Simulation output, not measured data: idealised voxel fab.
Name of the process module below: voxel self aligned vias
Displayed cross-section: cut, width of 290 nm, square cells sized 5 nm.
Cross-section, as written here: a square-cell grid given band by band from the top down, where a band holds one or more rows of cells. Each band's line starts with the height of the band's top and of its bottom, in nm. Then come its materials from left to right, each with its width in nm. One material with "throughout" fills the band from edge to edge. "air" is empty space. Heights are expressed relative to 0, this being the level below which the as-received wafer comprises one material exclusively. The lowest band is unbounded in the downward direction and is denoted as in "from 0 down". Read "30 to 40" as a graded width: first number on top, second number at the bottom, same change between each pair of neighbouring rows. No cell of the cross-section changed in a step that is given as "identical to before". Basically, "Enclosed cavities" tells you about the enclosed voids: empty spaces with no open way to the top, 8 cells or bigger, each written width x height at distance, where distance is from the left edge, all in nm. Whatever follows a step's settings on its line is a remark the simulator itself makes about that step. When a step includes a mask, the "overlay nm" setting on its line states how far to the right of its planned place that mask lay, and negative values state how far to the left.

Steps planned for the process
1 RECEIVE | material Si
2 CONFORMAL_DEP | material SiO2 | thk nm 10
3 CONFORMAL_DEP | material SiCN | thk nm 5
4 DIRECTIONAL_DEP | material lowk | thk nm 30
5 DIRECTIONAL_DEP | material aC | thk nm 10
6 PATTERN | tone open | mask id LINES | material resist | width nm 20 | pitch nm 80 | thk nm 25 | overlay nm 0
7 DIRECTIONAL_ETCH | etch materials aC | depth nm 10
8 STRIP | etch materials resist
9 DIRECTIONAL_ETCH | etch materials lowk | depth nm 30
10 STRIP | etch materials aC
11 CONFORMAL_DEP | material TiN | thk nm 5
12 FILL_DEP | material Ru | thk nm 5
13 CMP | height nm 45
14 SELECTIVE_ETCH | etch materials W Ru TiN | depth nm 10
15 FILL_DEP | material SiN | thk nm 5
16 CMP | height nm 45
17 DIRECTIONAL_DEP | material lowk | thk nm 15
18 DIRECTIONAL_DEP | material aC | thk nm 15
19 PATTERN | tone open | mask id VIAS | material resist | width nm 50 | pitch nm 80 | thk nm 35 | overlay nm 0
20 DIRECTIONAL_ETCH | etch materials aC | depth nm 15
21 STRIP | etch materials resist
22 DIRECTIONAL_ETCH | etch materials lowk | depth nm 15
23 DIRECTIONAL_ETCH | etch materials SiN | depth nm 10
24 STRIP | etch materials aC
25 CONFORMAL_DEP | material TiN | thk nm 5
26 FILL_DEP | material Ru | thk nm 5
27 CMP | height nm 60
28 CONFORMAL_DEP | material SiCN | thk nm 5
Across this set of wafers, the varied parameter is the width nm of step 6. Starting conditions are identical for every wafer, and the plan reports the value assigned to the first wafer.

Here's the first of the wafers in cross-section, just as we got it, i.e. after step 1
> from 0 down | Si throughout
> Enclosed cavities: none

The cross-section of the first of several wafers is given below for the end of the module, after its final step, step 28
> from 65 to 60 | SiCN throughout
> from 60 to 50 | lowk (80) | TiN (5) | Ru (40) | TiN (5) | lowk (30) | TiN (5) | Ru (40) | TiN (5) | lowk (80)
> from 50 to 40 | lowk (80 to 95) | TiN (20 to 5) | Ru (10) | TiN (20 to 5) | lowk (30 to 60) | TiN (20 to 5) | Ru (10) | TiN (20 to 5) | lowk (80 to 95)
> from 40 to 35 | lowk (95) | TiN (20) | lowk (60) | TiN (20) | lowk (95)
> from 35 to 20 | lowk (95) | TiN (5) | Ru (10) | TiN (5) | lowk (60) | TiN (5) | Ru (10) | TiN (5) | lowk (95)
> from 20 to 15 | lowk (95) | TiN (20) | lowk (60) | TiN (20) | lowk (95)
> from 15 to 10 | SiCN throughout
> from 10 to 0 | SiO2 throughout
> from 0 down | Si throughout
> Enclosed cavities: none

Cross-sectional depiction of the last of several wafers upon completion of the module
> from 65 to 60 | SiCN throughout
> from 60 to 50 | lowk (80) | TiN (5) | Ru (40) | TiN (5) | lowk (30) | TiN (5) | Ru (40) | TiN (5) | lowk (80)
> from 50 to 40 | lowk (80 to 85) | TiN (10 to 5) | Ru (35) | TiN (5) | lowk (30 to 35) | TiN (10 to 5) | Ru (35) | TiN (5) | lowk (80)
> from 40 to 35 | lowk (85) | TiN (45) | lowk (35) | TiN (45) | lowk (80)
> from 35 to 20 | lowk (85) | TiN (5) | Ru (35) | TiN (5) | lowk (35) | TiN (5) | Ru (35) | TiN (5) | lowk (80)
> from 20 to 15 | lowk (85) | TiN (45) | lowk (35) | TiN (45) | lowk (80)
> from 15 to 10 | SiCN throughout
> from 10 to 0 | SiO2 throughout
> from 0 down | Si throughout
> Enclosed cavities: none

Gained (+) or lost (-) cells of each material since receipt, then closed voids: one row per wafer, at the end of the module
width nm 20; +52 Ru; +116 SiCN; +116 SiO2; +56 TiN; +414 lowk; Enclosed cavities: none
width nm 25; +62 Ru; +116 SiCN; +116 SiO2; +58 TiN; +402 lowk; Enclosed cavities: none
width nm 30; +72 Ru; +116 SiCN; +116 SiO2; +60 TiN; +390 lowk; Enclosed cavities: none
width nm 35; +82 Ru; +116 SiCN; +116 SiO2; +62 TiN; +378 lowk; Enclosed cavities: none
width nm 40; +92 Ru; +116 SiCN; +116 SiO2; +64 TiN; +366 lowk; Enclosed cavities: none
width nm 45; +102 Ru; +116 SiCN; +116 SiO2; +66 TiN; +354 lowk; Enclosed cavities: none
